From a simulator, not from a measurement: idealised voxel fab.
The document below concerns the process module designated voxel wiring stack.
This is section cut - it's 235 nm across, gridded in 5 nm square cells.
A cross-section in this document is a grid of square cells, and it is written down as bands, the top band listed before the ones below it; a band is made up of one or more rows of cells.
It is stipulated that each band's entry specify, in nanometres, the height of the top of the band and then that of its bottom, followed by the materials of the band in left-to-right sequence, each together with its width in nanometres. A single material marked by the word "all across" is understood to fill the band from edge to edge; the word "air" is understood to denote empty space.
We count height from 0. Below that, the starting wafer is all one material. The lowest band never ends at the bottom but goes on down; see "0 -> down" for how that is written.
With a width like "30 to 40", each row of cells in the band differs from the next by the same amount, the top row carrying the first number and the bottom row the second.
"nothing different", as given for a step, is the statement that not any cell of the cross-section underwent a change during that step.
Empty spaces counting at least 8 cells and having no open way to the top are listed in "Voids lacking openings". The notation width x height at distance is used for each, the distance being from the left edge and all three values in nm.
Post-settings text on a step line: simulator's own remark regarding the step.
The "overlay nm" setting may appear on a step's line; for a step that uses a mask, it gives how far to the right of its planned position the mask lay, and a negative value indicates the left.
# Intended process steps
1 op RECEIVE | material Si
2 op CONFORMAL_DEP | material SiO2 | thk nm 10
3 op CONFORMAL_DEP | material SiN | thk nm 5
4 op DIRECTIONAL_DEP | material lowk | thk nm 25
5 op DIRECTIONAL_DEP | material aC | thk nm 15
6 op PATTERN | tone open | mask id METAL_1 | material resist | width nm 25 | pitch nm 45 | thk nm 30 | overlay nm 0
7 op DIRECTIONAL_ETCH | etch materials aC | depth nm 15
8 op STRIP | etch materials resist
9 op DIRECTIONAL_ETCH | etch materials lowk | depth nm 25
10 op DIRECTIONAL_ETCH | etch materials SiN | depth nm 5
11 op STRIP | etch materials aC
12 op CONFORMAL_DEP | material TiN | thk nm 5
13 op FILL_DEP | material Ru | thk nm 10
14 op CMP | height nm 40
15 op CONFORMAL_DEP | material SiCN | thk nm 5
16 op DIRECTIONAL_DEP | material lowk | thk nm 30
17 op PATTERN | tone open | mask id METAL_2_HOLES | material resist | width nm 15 | pitch nm 90 | thk nm 20 | overlay nm 0
18 op DIRECTIONAL_ETCH | etch materials lowk | depth nm 30
19 op STRIP | etch materials resist
20 op PATTERN | tone open | mask id METAL_2 | material resist | width nm 25 | pitch nm 45 | thk nm 15 | overlay nm 0
21 op DIRECTIONAL_ETCH | etch materials lowk | depth nm 15
22 op DIRECTIONAL_ETCH | etch materials SiCN | depth nm 5
23 op STRIP | etch materials resist
24 op CONFORMAL_DEP | material TiN | thk nm 5
25 op FILL_DEP | material Cu | thk nm 10
26 op CMP | height nm 75
27 op CONFORMAL_DEP | material SiCN | thk nm 5
28 op DIRECTIONAL_DEP | material SiO2 | thk nm 30
29 op MASKED_ETCH | tone open | mask id METAL_3 | width nm 25 | pitch nm 45 | etch materials SiO2 | depth nm 15 | overlay nm 0
30 op PATTERN | tone open | mask id METAL_3_HOLES | material resist | width nm 15 | pitch nm 90 | thk nm 20 | overlay nm 0
31 op DIRECTIONAL_ETCH | etch materials SiO2 | depth nm 15
32 op DIRECTIONAL_ETCH | etch materials SiCN | depth nm 5
33 op STRIP | etch materials resist
34 op CONFORMAL_DEP | material TiN | thk nm 5
35 op FILL_DEP | material Ru | thk nm 5
36 op CMP | height nm 110
37 op CONFORMAL_DEP | material SiN | thk nm 5
# Wafer cross-section on receipt, i.e. after step 1
* 0 -> down: Si all across
* Voids lacking openings: none
# First of two wafers, end-of-module section, run followed plan
* 115 -> 110: SiN all across
* 110 -> 100: 60 of SiO2 | 5 of TiN | 15 of Ru | 5 of TiN | 20 of SiO2 | 5 of TiN | 15 of Ru | 5 of TiN | 20 of SiO2 | 5 of TiN | 15 of Ru | 5 of TiN | 60 of SiO2
* 100 -> 95: 60 of SiO2 | 5 of TiN | 5 of Ru | 15 of TiN | 20 of SiO2 | 25 of TiN | 20 of SiO2 | 5 of TiN | 5 of Ru | 15 of TiN | 60 of SiO2
* 95 -> 80: 60 of SiO2 | 5 of TiN | 5 of Ru | 5 of TiN | 75 of SiO2 | 5 of TiN | 5 of Ru | 5 of TiN | 70 of SiO2
* 80 -> 75: 60 of SiCN | 15 of TiN | 75 of SiCN | 15 of TiN | 70 of SiCN
* 75 -> 65: 60 of lowk | 5 of TiN | 15 of Cu | 5 of TiN | 20 of lowk | 5 of TiN | 15 of Cu | 5 of TiN | 20 of lowk | 5 of TiN | 15 of Cu | 5 of TiN | 60 of lowk
* 65 -> 60: 60 of lowk | 5 of TiN | 5 of Cu | 15 of TiN | 20 of lowk | 25 of TiN | 20 of lowk | 5 of TiN | 5 of Cu | 15 of TiN | 60 of lowk
* 60 -> 45: 60 of lowk | 5 of TiN | 5 of Cu | 5 of TiN | 75 of lowk | 5 of TiN | 5 of Cu | 5 of TiN | 70 of lowk
* 45 -> 40: 60 of SiCN | 15 of TiN | 75 of SiCN | 15 of TiN | 70 of SiCN
* 40 -> 15: 60 of lowk | 5 of TiN | 15 of Ru | 5 of TiN | 20 of lowk | 5 of TiN | 15 of Ru | 5 of TiN | 20 of lowk | 5 of TiN | 15 of Ru | 5 of TiN | 60 of lowk
* 15 -> 10: 60 of SiN | 25 of TiN | 20 of SiN | 25 of TiN | 20 of SiN | 25 of TiN | 60 of SiN
* 10 -> 0: SiO2 all across
* 0 -> down: Si all across
* Voids lacking openings: none
# Cross-sectional view of the second of two wafers upon completion of the module. This wafer shared its starting condition and process plan with the first; one error was made during its execution
* 115 -> 110: SiN all across
* 110 -> 100: 60 of SiO2 | 5 of TiN | 15 of Ru | 5 of TiN | 20 of SiO2 | 5 of TiN | 15 of Ru | 5 of TiN | 20 of SiO2 | 5 of TiN | 15 of Ru | 5 of TiN | 60 of SiO2
* 100 -> 95: 60 of SiO2 | 10 of TiN | 5 of Ru | 10 of TiN | 20 of SiO2 | 25 of TiN | 20 of SiO2 | 10 of TiN | 5 of Ru | 10 of TiN | 60 of SiO2
* 95 -> 80: 65 of SiO2 | 5 of TiN | 5 of Ru | 5 of TiN | 75 of SiO2 | 5 of TiN | 5 of Ru | 5 of TiN | 65 of SiO2
* 80 -> 75: 65 of SiCN | 15 of TiN | 75 of SiCN | 15 of TiN | 65 of SiCN
* 75 -> 65: 60 of lowk | 5 of TiN | 15 of Cu | 5 of TiN | 20 of lowk | 5 of TiN | 15 of Cu | 5 of TiN | 20 of lowk | 5 of TiN | 15 of Cu | 5 of TiN | 60 of lowk
* 65 -> 60: 60 of lowk | 5 of TiN | 5 of Cu | 15 of TiN | 20 of lowk | 25 of TiN | 20 of lowk | 5 of TiN | 5 of Cu | 15 of TiN | 60 of lowk
* 60 -> 45: 60 of lowk | 5 of TiN | 5 of Cu | 5 of TiN | 75 of lowk | 5 of TiN | 5 of Cu | 5 of TiN | 70 of lowk
* 45 -> 40: 60 of SiCN | 15 of TiN | 75 of SiCN | 15 of TiN | 70 of SiCN
* 40 -> 15: 60 of lowk | 5 of TiN | 15 of Ru | 5 of TiN | 20 of lowk | 5 of TiN | 15 of Ru | 5 of TiN | 20 of lowk | 5 of TiN | 15 of Ru | 5 of TiN | 60 of lowk
* 15 -> 10: 60 of SiN | 25 of TiN | 20 of SiN | 25 of TiN | 20 of SiN | 25 of TiN | 60 of SiN
* 10 -> 0: SiO2 all across
* 0 -> down: Si all across
* Voids lacking openings: none
What was the processing mistake? step 30 was processed under conditions differing from the plan, specifically as op PATTERN | tone open | mask id METAL_3_HOLES | material resist | width nm 15 | pitch nm 90 | thk nm 20 | overlay nm 5
Tallied in cells, the final second wafer holds each material in the same quantity as the first, although not at the same places.
